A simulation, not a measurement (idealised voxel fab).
process module | voxel self aligned vias
cross-section cut | 255 nm wide | cells 5 nm
A cross-section is a grid of square cells, given in bands from the top down. A band is one or more rows of cells.
Each band's line starts with the height of the band's top and of its bottom, in nm. Then come its materials from left to right, each with its width in nm. One material with "throughout" fills the band from edge to edge. "air" is empty space.
Height 0 is the level under which the wafer as received is all one material. The lowest band goes on downwards, as in "0 down".
A width such as "30 to 40" changes by the same amount from each row of cells to the next, from the band's top row to its bottom row.
"no change" after a step means that no cell of the cross-section changed.
closed voids: empty space of 8 cells or more with no open way to the top, each as width x height at its distance from the left edge, in nm
after a step's settings: what the simulator itself notes on the step
overlay nm, on a step with a mask: how far to the right of its planned place the mask lay; to the left if negative
plan
1 op RECEIVE | material Si
2 op CONFORMAL_DEP | material SiO2 | thk nm 15
3 op CONFORMAL_DEP | material SiCN | thk nm 5
4 op DIRECTIONAL_DEP | material SiO2 | thk nm 25
5 op PATTERN | tone open | mask id LINES | material resist | width nm 30 | pitch nm 70 | thk nm 20 | overlay nm 0
6 op DIRECTIONAL_ETCH | etch materials SiO2 | depth nm 25
7 op STRIP | etch materials resist
8 op CONFORMAL_DEP | material TiN | thk nm 5
9 op FILL_DEP | material W | thk nm 5
10 op CMP | height nm 45
11 op SELECTIVE_ETCH | etch materials W Ru TiN | depth nm 5
12 op FILL_DEP | material SiN | thk nm 5
13 op CMP | height nm 45
14 op DIRECTIONAL_DEP | material SiO2 | thk nm 20
15 op PATTERN | tone open | mask id VIAS | material resist | width nm 40 | pitch nm 70 | thk nm 20 | overlay nm 0
16 op DIRECTIONAL_ETCH | etch materials SiO2 | depth nm 20
17 op DIRECTIONAL_ETCH | etch materials SiN | depth nm 5
18 op STRIP | etch materials resist
19 op CONFORMAL_DEP | material TiN | thk nm 5
20 op FILL_DEP | material W | thk nm 5
21 op CMP | height nm 65
22 op CONFORMAL_DEP | material SiN | thk nm 5
as received, after step 1
  0 down: Si throughout
  closed voids: none
a wafer at the end: this start, this plan, one mistake
  70 to 65: SiN throughout
  65 to 45: SiO2 70 | TiN 5 | W 30 | TiN 5 | SiO2 30 | TiN 5 | W 30 | TiN 5 | SiO2 75
  45 to 40: SiN 70 | TiN 40 | SiN 30 | TiN 40 | SiN 75
  40 to 20: SiO2 75 | TiN 5 | W 20 | TiN 5 | SiO2 40 | TiN 5 | W 20 | TiN 5 | SiO2 80
  20 to 15: SiO2 75 | TiN 30 | SiO2 40 | TiN 30 | SiO2 80
  15 to 0: SiO2 throughout
  0 down: Si throughout
  closed voids: none
what went wrong: step 3 was left out
